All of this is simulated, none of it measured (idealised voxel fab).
Proc. module: voxel quadruple lines
We display cut, a cross-section 145 nm in width whose square cells are each 5 nm.
Reading order for cross-sections: top band down to bottom band. Underlying form: a grid of square cells. Band size: one or more rows of cells. Basically the band line says how high the top is and how high the bottom is, in nm, and then what's in it from left to right, every material with its width in nm. Empty space shows up as "empty", and if a single material carries "all across" it runs the full band edge to edge. Measure heights from 0. That's the level where, below it, the as-received wafer is all one material. The lowest band is bottomless and extends downward; write it as in "top 0, no bottom". Note: "30..40" means the width goes from the first number (top row of the band) to the second number (bottom row) in equal steps per row of cells. The designation "nothing changed", where it is given for a processing step, indicates that no cell of the cross-section was altered in the course of that step. Any empty space of 8 cells or more lacking an open way to the top shows up in "Closed void list" as width x height at distance, distance from the left edge, in nm. The remark found on a step's line after its settings is issued by the simulator itself and pertains to that step. overlay nm: where the mask lay relative to plan, measured to the right, on steps with a mask; negatives go left.

[Steps in the process plan]
1 RECEIVE,material Si
2 CONFORMAL_DEP,material SiO2,thk nm 10
3 DIRECTIONAL_DEP,material W,thk nm 10
4 DIRECTIONAL_DEP,material polySi,thk nm 20
5 DIRECTIONAL_DEP,material aC,thk nm 20
6 PATTERN,tone cover,mask id MANDREL,material resist,width nm 20,thk nm 25,overlay nm 0
7 DIRECTIONAL_ETCH,etch materials aC,depth nm 20
8 STRIP,etch materials resist
9 CONFORMAL_DEP,material SiO2,thk nm 10
10 DIRECTIONAL_ETCH,etch materials SiO2,depth nm 10
11 STRIP,etch materials aC
12 DIRECTIONAL_ETCH,etch materials polySi,depth nm 20
13 STRIP,etch materials SiO2
14 CONFORMAL_DEP,material SiCN,thk nm 5
15 DIRECTIONAL_ETCH,etch materials SiCN,depth nm 5
16 STRIP,etch materials polySi
17 DIRECTIONAL_ETCH,etch materials W,depth nm 10
18 STRIP,etch materials SiCN

[First wafer of two (run as planned)]

[Wafer as received: cross-section following step 1]
    top 0, no bottom = Si all across
    Closed void list: none

[Upon completion of step 2, the wafer appears in cross-section as shown]
    top 10, bottom 0 = SiO2 all across
    Below 0, the layers are the same as they were.

[Upon completion of step 3, the wafer appears in cross-section as shown]
    top 20, bottom 10 = W all across
    Below 10, the layers are the same as they were.

[Upon completion of step 4, the wafer appears in cross-section as shown]
    top 40, bottom 20 = polySi all across
    Below 20, the layers are the same as they were.

[Upon completion of step 5, the wafer appears in cross-section as shown]
    top 60, bottom 40 = aC all across
    Below 40, the layers are the same as they were.

[Upon completion of step 6, the wafer appears in cross-section as shown]
    top 85, bottom 60 = 60 empty; 20 resist; 65 empty
    Below 60, the layers are the same as they were.

[Upon completion of step 7, the wafer appears in cross-section as shown]
    top 65, bottom 60 = 60 empty; 20 resist; 65 empty
    top 60, bottom 40 = 60 empty; 20 aC; 65 empty
    Below 40, the layers are the same as they were.

[Upon completion of step 8, the wafer appears in cross-section as shown]
    top 60, bottom 40 = 60 empty; 20 aC; 65 empty
    Below 40, the layers are the same as they were.

[Upon completion of step 9, the wafer appears in cross-section as shown]
    top 70, bottom 60 = 50 empty; 40 SiO2; 55 empty
    top 60, bottom 50 = 50 empty; 10 SiO2; 20 aC; 10 SiO2; 55 empty
    top 50, bottom 40 = 60 SiO2; 20 aC; 65 SiO2
    Below 40, the layers are the same as they were.

[Upon completion of step 10, the wafer appears in cross-section as shown]
    top 60, bottom 40 = 50 empty; 10 SiO2; 20 aC; 10 SiO2; 55 empty
    Below 40, the layers are the same as they were.

[Upon completion of step 11, the wafer appears in cross-section as shown]
    top 60, bottom 40 = 50 empty; 10 SiO2; 20 empty; 10 SiO2; 55 empty
    Below 40, the layers are the same as they were.

[Upon completion of step 12, the wafer appears in cross-section as shown]
    top 60, bottom 40 = 50 empty; 10 SiO2; 20 empty; 10 SiO2; 55 empty
    top 40, bottom 20 = 50 empty; 10 polySi; 20 empty; 10 polySi; 55 empty
    Below 20, the layers are the same as they were.

[Upon completion of step 13, the wafer appears in cross-section as shown]
    top 40, bottom 20 = 50 empty; 10 polySi; 20 empty; 10 polySi; 55 empty
    Below 20, the layers are the same as they were.

[Upon completion of step 14, the wafer appears in cross-section as shown]
    top 45, bottom 40 = 45 empty; 20 SiCN; 10 empty; 20 SiCN; 50 empty
    top 40, bottom 25 = 45 empty; 5 SiCN; 10 polySi; 5 SiCN; 10 empty; 5 SiCN; 10 polySi; 5 SiCN; 50 empty
    top 25, bottom 20 = 50 SiCN; 10 polySi; 20 SiCN; 10 polySi; 55 SiCN
    Below 20, the layers are the same as they were.

[Upon completion of step 15, the wafer appears in cross-section as shown]
    top 40, bottom 20 = 45 empty; 5 SiCN; 10 polySi; 5 SiCN; 10 empty; 5 SiCN; 10 polySi; 5 SiCN; 50 empty
    Below 20, the layers are the same as they were.

[Upon completion of step 16, the wafer appears in cross-section as shown]
    top 40, bottom 20 = 45 empty; 5 SiCN; 10 empty; 5 SiCN; 10 empty; 5 SiCN; 10 empty; 5 SiCN; 50 empty
    Below 20, the layers are the same as they were.

[Upon completion of step 17, the wafer appears in cross-section as shown]
    top 40, bottom 20 = 45 empty; 5 SiCN; 10 empty; 5 SiCN; 10 empty; 5 SiCN; 10 empty; 5 SiCN; 50 empty
    top 20, bottom 10 = 45 empty; 5 W; 10 empty; 5 W; 10 empty; 5 W; 10 empty; 5 W; 50 empty
    Below 10, the layers are the same as they were.

[Upon completion of step 18, the wafer appears in cross-section as shown]
    top 20, bottom 10 = 45 empty; 5 W; 10 empty; 5 W; 10 empty; 5 W; 10 empty; 5 W; 50 empty
    Below 10, the layers are the same as they were.

[The second wafer: identical to the first at the outset and in its planned sequence, differing only in that one mistake was made during processing; up to and including step 5, its path is the first wafer's path]

[Cross-section of the second wafer corresponding to the planned conclusion of step 6]
    top 85, bottom 60 = 60 empty; 25 resist; 60 empty
    Below 60, the layers are the same as they were.

[Cross-section of the second wafer corresponding to the planned conclusion of step 7]
    top 65, bottom 60 = 60 empty; 25 resist; 60 empty
    top 60, bottom 40 = 60 empty; 25 aC; 60 empty
    Below 40, the layers are the same as they were.

[Cross-section of the second wafer corresponding to the planned conclusion of step 8]
    top 60, bottom 40 = 60 empty; 25 aC; 60 empty
    Below 40, the layers are the same as they were.

[Cross-section of the second wafer corresponding to the planned conclusion of step 9]
    top 70, bottom 60 = 50 empty; 45 SiO2; 50 empty
    top 60, bottom 50 = 50 empty; 10 SiO2; 25 aC; 10 SiO2; 50 empty
    top 50, bottom 40 = 60 SiO2; 25 aC; 60 SiO2
    Below 40, the layers are the same as they were.

[Cross-section of the second wafer corresponding to the planned conclusion of step 10]
    top 60, bottom 40 = 50 empty; 10 SiO2; 25 aC; 10 SiO2; 50 empty
    Below 40, the layers are the same as they were.

[Cross-section of the second wafer corresponding to the planned conclusion of step 11]
    top 60, bottom 40 = 50 empty; 10 SiO2; 25 empty; 10 SiO2; 50 empty
    Below 40, the layers are the same as they were.

[Cross-section of the second wafer corresponding to the planned conclusion of step 12]
    top 60, bottom 40 = 50 empty; 10 SiO2; 25 empty; 10 SiO2; 50 empty
    top 40, bottom 20 = 50 empty; 10 polySi; 25 empty; 10 polySi; 50 empty
    Below 20, the layers are the same as they were.

[Cross-section of the second wafer corresponding to the planned conclusion of step 13]
    top 40, bottom 20 = 50 empty; 10 polySi; 25 empty; 10 polySi; 50 empty
    Below 20, the layers are the same as they were.

[Cross-section of the second wafer corresponding to the planned conclusion of step 14]
    top 45, bottom 40 = 45 empty; 20 SiCN; 15 empty; 20 SiCN; 45 empty
    top 40, bottom 25 = 45 empty; 5 SiCN; 10 polySi; 5 SiCN; 15 empty; 5 SiCN; 10 polySi; 5 SiCN; 45 empty
    top 25, bottom 20 = 50 SiCN; 10 polySi; 25 SiCN; 10 polySi; 50 SiCN
    Below 20, the layers are the same as they were.

[Cross-section of the second wafer corresponding to the planned conclusion of step 15]
    top 40, bottom 20 = 45 empty; 5 SiCN; 10 polySi; 5 SiCN; 15 empty; 5 SiCN; 10 polySi; 5 SiCN; 45 empty
    Below 20, the layers are the same as they were.

[Cross-section of the second wafer corresponding to the planned conclusion of step 16]
    top 40, bottom 20 = 45 empty; 5 SiCN; 10 empty; 5 SiCN; 15 empty; 5 SiCN; 10 empty; 5 SiCN; 45 empty
    Below 20, the layers are the same as they were.

[Cross-section of the second wafer corresponding to the planned conclusion of step 17]
    top 40, bottom 20 = 45 empty; 5 SiCN; 10 empty; 5 SiCN; 15 empty; 5 SiCN; 10 empty; 5 SiCN; 45 empty
    top 20, bottom 10 = 45 empty; 5 W; 10 empty; 5 W; 15 empty; 5 W; 10 empty; 5 W; 45 empty
    Below 10, the layers are the same as they were.

[Cross-section of the second wafer corresponding to the planned conclusion of step 18]
    top 20, bottom 10 = 45 empty; 5 W; 10 empty; 5 W; 15 empty; 5 W; 10 empty; 5 W; 45 empty
    Below 10, the layers are the same as they were.
It is concluded that the wafer was processed incorrectly with respect to the plan, in that for step 6, the planned setting was not used; the step was instead run as PATTERN,tone cover,mask id MANDREL,material resist,width nm 25,thk nm 25,overlay nm 0
End check, second vs first wafer: material counts in cells match, positions do not.
